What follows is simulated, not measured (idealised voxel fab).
You're looking at the process module voxel released beams.
Xsec cut, 290 nm wide, square cell size 5 nm.
Square cells in a grid make up a cross-section in this document, and the grid is given as bands, listed from the top down, each one or more rows of cells.
Band: top height; bottom height; in nm. Then, left to right: material with width in nm, for each material. "full width": a single material spanning edge to edge. "empty": empty space.
All heights in this document are referenced to 0, defined as the level beneath which the wafer, as received, consists entirely of one material. The lowest band is not bounded below; it extends indefinitely downward and is written in the form "from 0 down".
The width entry "30 to 40" should be interpreted row by row: the top row of cells in the band takes the first number, the bottom row takes the second number, and the change between adjacent rows is uniform throughout.
Key: "no change occurred" - step with no changed cell in the cross-section.
The list in "Completely enclosed voids" covers empty spaces of 8 cells or more that cannot reach the top through any open way, and it gives each as width x height at distance; the distance is from the left edge, and width, height and distance are in nm.
Step line, after settings: the simulator's comment on this step.
Among the settings permitted on a step's line is "overlay nm"; applied to a step with a mask, it specifies the extent to which the mask lay to the right of its planned position, whereas a negative figure signifies a position to the left.
Heads up before you read on: it's before/after pairs around one process step each, after side only down to the lowest band that changed, step plus settings under the pair. Pairs can be from different runs of this module, same starting wafer, so only chain a pair onto the one above if its "Pre-process state" entry says so.
### Pre-process state
    from 0 down: Si full width
    Completely enclosed voids: none
### Cut View, Post-Step
    from 10 to 0: SiN full width
    Rest of section, below 0: as before.
    Completely enclosed voids: none
As a process note, the step between the before and after cross-sections shown above is CONFORMAL_DEP: material SiN, thk nm 10
Pre-process state: The initial state for this step is given by the after cross-section of the immediately preceding pair.
### Cut View, Post-Step
    from 30 to 10: SiO2 full width
    Rest of section, below 10: as before.
    Completely enclosed voids: none
As a process note, the step between the before and after cross-sections shown above is DIRECTIONAL_DEP: material SiO2, thk nm 20
Pre-process state: The initial state for this step is given by the after cross-section of the immediately preceding pair.
### Cut View, Post-Step
    from 30 to 10: 100 nm SiO2; 35 nm empty; 155 nm SiO2
    Rest of section, below 10: as before.
    Completely enclosed voids: none
As a process note, the step between the before and after cross-sections shown above is MASKED_ETCH: tone open, mask id ANCHOR, width nm 35, etch materials SiO2, depth nm 20, overlay nm 0
Pre-process state: The initial state for this step is given by the after cross-section of the immediately preceding pair.
### Cut View, Post-Step
    from 40 to 30: 110 nm polySi; 15 nm empty; 165 nm polySi
    from 30 to 20: 100 nm SiO2; 10 nm polySi; 15 nm empty; 10 nm polySi; 155 nm SiO2
    from 20 to 10: 100 nm SiO2; 35 nm polySi; 155 nm SiO2
    Rest of section, below 10: as before.
    Completely enclosed voids: none
As a process note, the step between the before and after cross-sections shown above is CONFORMAL_DEP: material polySi, thk nm 10
Pre-process state: The initial state for this step is given by the after cross-section of the immediately preceding pair.
### Cut View, Post-Step
    from 40 to 30: 95 nm empty; 15 nm polySi; 15 nm empty; 60 nm polySi; 105 nm empty
    Rest of section, below 30: as before.
    Completely enclosed voids: none
As a process note, the step between the before and after cross-sections shown above is MASKED_ETCH: tone cover, mask id BEAM, width nm 90, etch materials polySi, depth nm 10, overlay nm 0
Pre-process state: The initial state for this step is given by the after cross-section of the immediately preceding pair.
### Cut View, Post-Step
    from 40 to 30: 95 nm empty; 15 nm polySi; 15 nm empty; 60 nm polySi; 105 nm empty
    from 30 to 20: 100 nm empty; 10 nm polySi; 15 nm empty; 10 nm polySi; 155 nm empty
    from 20 to 10: 100 nm empty; 35 nm polySi; 155 nm empty
    Rest of section, below 10: as before.
    Completely enclosed voids: none
As a process note, the step between the before and after cross-sections shown above is STRIP: etch materials SiO2
### Pre-process state
    from 10 to 0: SiN full width
    from 0 down: Si full width
    Completely enclosed voids: none
### Cut View, Post-Step
    from 20 to 10: polySi full width
    Rest of section, below 10: as before.
    Completely enclosed voids: none
As a process note, the step between the before and after cross-sections shown above is CONFORMAL_DEP: material polySi, thk nm 10
Pre-process state: The initial state for this step is given by the after cross-section of the immediately preceding pair.
### Cut View, Post-Step
    from 20 to 10: 95 nm empty; 90 nm polySi; 105 nm empty
    Rest of section, below 10: as before.
    Completely enclosed voids: none
As a process note, the step between the before and after cross-sections shown above is MASKED_ETCH: tone cover, mask id BEAM, width nm 90, etch materials polySi, depth nm 10, overlay nm 0
### Pre-process state
    from 0 down: Si full width
    Completely enclosed voids: none
### Cut View, Post-Step
    from 20 to 0: SiO2 full width
    Rest of section, below 0: as before.
    Completely enclosed voids: none
As a process note, the step between the before and after cross-sections shown above is DIRECTIONAL_DEP: material SiO2, thk nm 20
Pre-process state: The initial state for this step is given by the after cross-section of the immediately preceding pair.
### Cut View, Post-Step
    from 30 to 20: SiN full width
    Rest of section, below 20: as before.
    Completely enclosed voids: none
As a process note, the step between the before and after cross-sections shown above is CONFORMAL_DEP: material SiN, thk nm 10
Pre-process state: The initial state for this step is given by the after cross-section of the immediately preceding pair.
### Cut View, Post-Step
    from 40 to 30: polySi full width
    Rest of section, below 30: as before.
    Completely enclosed voids: none
As a process note, the step between the before and after cross-sections shown above is CONFORMAL_DEP: material polySi, thk nm 10
Pre-process state: The initial state for this step is given by the after cross-section of the immediately preceding pair.
### Cut View, Post-Step
    from 40 to 30: 95 nm empty; 90 nm polySi; 105 nm empty
    Rest of section, below 30: as before.
    Completely enclosed voids: none
As a process note, the step between the before and after cross-sections shown above is MASKED_ETCH: tone cover, mask id BEAM, width nm 90, etch materials polySi, depth nm 10, overlay nm 0
### Pre-process state
    from 10 to 0: SiN full width
    from 0 down: Si full width
    Completely enclosed voids: none
### Cut View, Post-Step
    from 20 to 10: SiO2 full width
    Rest of section, below 10: as before.
    Completely enclosed voids: none
As a process note, the step between the before and after cross-sections shown above is DIRECTIONAL_DEP: material SiO2, thk nm 10
Pre-process state: The initial state for this step is given by the after cross-section of the immediately preceding pair.
### Cut View, Post-Step
    from 20 to 10: 100 nm SiO2; 35 nm empty; 155 nm SiO2
    Rest of section, below 10: as before.
    Completely enclosed voids: none
As a process note, the step between the before and after cross-sections shown above is MASKED_ETCH: tone open, mask id ANCHOR, width nm 35, etch materials SiO2, depth nm 20, overlay nm 0
Pre-process state: The initial state for this step is given by the after cross-section of the immediately preceding pair.
### Cut View, Post-Step
    from 30 to 20: 110 nm polySi; 15 nm empty; 165 nm polySi
    from 20 to 10: 100 nm SiO2; 35 nm polySi; 155 nm SiO2
    Rest of section, below 10: as before.
    Completely enclosed voids: none
As a process note, the step between the before and after cross-sections shown above is CONFORMAL_DEP: material polySi, thk nm 10
Pre-process state: The initial state for this step is given by the after cross-section of the immediately preceding pair.
### Cut View, Post-Step
    from 30 to 20: 95 nm empty; 15 nm polySi; 15 nm empty; 60 nm polySi; 105 nm empty
    Rest of section, below 20: as before.
    Completely enclosed voids: none
As a process note, the step between the before and after cross-sections shown above is MASKED_ETCH: tone cover, mask id BEAM, width nm 90, etch materials polySi, depth nm 10, overlay nm 0
Pre-process state: The initial state for this step is given by the after cross-section of the immediately preceding pair.
### Cut View, Post-Step
    from 30 to 20: 95 nm empty; 15 nm polySi; 15 nm empty; 60 nm polySi; 105 nm empty
    from 20 to 10: 100 nm empty; 35 nm polySi; 155 nm empty
    Rest of section, below 10: as before.
    Completely enclosed voids: none
As a process note, the step between the before and after cross-sections shown above is STRIP: etch materials SiO2
### Pre-process state
    from 30 to 10: SiO2 full width
    from 10 to 0: SiN full width
    from 0 down: Si full width
    Completely enclosed voids: none
### Cut View, Post-Step
    from 30 to 10: 95 nm SiO2; 45 nm empty; 150 nm SiO2
    Rest of section, below 10: as before.
    Completely enclosed voids: none
As a process note, the step between the before and after cross-sections shown above is MASKED_ETCH: tone open, mask id ANCHOR, width nm 45, etch materials SiO2, depth nm 20, overlay nm 0
Pre-process state: The initial state for this step is given by the after cross-section of the immediately preceding pair.
### Cut View, Post-Step
    from 40 to 30: 105 nm polySi; 25 nm empty; 160 nm polySi
    from 30 to 20: 95 nm SiO2; 10 nm polySi; 25 nm empty; 10 nm polySi; 150 nm SiO2
    from 20 to 10: 95 nm SiO2; 45 nm polySi; 150 nm SiO2
    Rest of section, below 10: as before.
    Completely enclosed voids: none
As a process note, the step between the before and after cross-sections shown above is CONFORMAL_DEP: material polySi, thk nm 10
Pre-process state: The initial state for this step is given by the after cross-section of the immediately preceding pair.
### Cut View, Post-Step
    from 40 to 30: 95 nm empty; 10 nm polySi; 25 nm empty; 55 nm polySi; 105 nm empty
    Rest of section, below 30: as before.
    Completely enclosed voids: none
As a process note, the step between the before and after cross-sections shown above is MASKED_ETCH: tone cover, mask id BEAM, width nm 90, etch materials polySi, depth nm 10, overlay nm 0
Pre-process state: The initial state for this step is given by the after cross-section of the immediately preceding pair.
### Cut View, Post-Step
    from 40 to 30: 95 nm empty; 10 nm polySi; 25 nm empty; 55 nm polySi; 105 nm empty
    from 30 to 20: 95 nm empty; 10 nm polySi; 25 nm empty; 10 nm polySi; 150 nm empty
    from 20 to 10: 95 nm empty; 45 nm polySi; 150 nm empty
    Rest of section, below 10: as before.
    Completely enclosed voids: none
As a process note, the step between the before and after cross-sections shown above is STRIP: etch materials SiO2
### Pre-process state
    from 40 to 30: 110 nm polySi; 15 nm empty; 165 nm polySi
    from 30 to 20: 100 nm SiO2; 10 nm polySi; 15 nm empty; 10 nm polySi; 155 nm SiO2
    from 20 to 10: 100 nm SiO2; 35 nm polySi; 155 nm SiO2
    from 10 to 0: SiN full width
    from 0 down: Si full width
    Completely enclosed voids: none
### Cut View, Post-Step
    from 40 to 30: 105 nm empty; 5 nm polySi; 15 nm empty; 70 nm polySi; 95 nm empty
    Rest of section, below 30: as before.
    Completely enclosed voids: none
As a process note, the step between the before and after cross-sections shown above is MASKED_ETCH: tone cover, mask id BEAM, width nm 90, etch materials polySi, depth nm 10, overlay nm 10
Pre-process state: The initial state for this step is given by the after cross-section of the immediately preceding pair.
### Cut View, Post-Step
    from 40 to 30: 105 nm empty; 5 nm polySi; 15 nm empty; 70 nm polySi; 95 nm empty
    from 30 to 20: 100 nm empty; 10 nm polySi; 15 nm empty; 10 nm polySi; 155 nm empty
    from 20 to 10: 100 nm empty; 35 nm polySi; 155 nm empty
    Rest of section, below 10: as before.
    Completely enclosed voids: none
As a process note, the step between the before and after cross-sections shown above is STRIP: etch materials SiO2
### Pre-process state
    from 40 to 30: 95 nm empty; 15 nm polySi; 15 nm empty; 60 nm polySi; 105 nm empty
    from 30 to 20: 100 nm SiO2; 10 nm polySi; 15 nm empty; 10 nm polySi; 155 nm SiO2
    from 20 to 10: 100 nm SiO2; 35 nm polySi; 155 nm SiO2
    from 10 to 0: SiN full width
    from 0 down: Si full width
    Completely enclosed voids: none
### Cut View, Post-Step
    from 30 to 10: 100 nm SiO2; 35 nm empty; 155 nm SiO2
    Rest of section, below 10: as before.
    Completely enclosed voids: none
As a process note, the step between the before and after cross-sections shown above is STRIP: etch materials polySi
### Pre-process state
    from 40 to 30: 110 nm polySi; 15 nm empty; 165 nm polySi
    from 30 to 20: 100 nm SiO2; 10 nm polySi; 15 nm empty; 10 nm polySi; 155 nm SiO2
    from 20 to 10: 100 nm SiO2; 35 nm polySi; 155 nm SiO2
    from 10 to 0: SiN full width
    from 0 down: Si full width
    Completely enclosed voids: none
### Cut View, Post-Step
    from 40 to 30: 95 nm polySi; 90 nm empty; 105 nm polySi
    from 30 to 10: 100 nm SiO2; 10 nm polySi; 15 nm empty; 10 nm polySi; 155 nm SiO2
    Rest of section, below 10: as before.
    Completely enclosed voids: none
As a process note, the step between the before and after cross-sections shown above is MASKED_ETCH: tone open, mask id BEAM, width nm 90, etch materials polySi, depth nm 10, overlay nm 0
Pre-process state: The initial state for this step is given by the after cross-section of the immediately preceding pair.
### Cut View, Post-Step
    from 30 to 10: 100 nm empty; 10 nm polySi; 15 nm empty; 10 nm polySi; 155 nm empty
    Rest of section, below 10: as before.
    Completely enclosed voids: none
As a process note, the step between the before and after cross-sections shown above is STRIP: etch materials SiO2
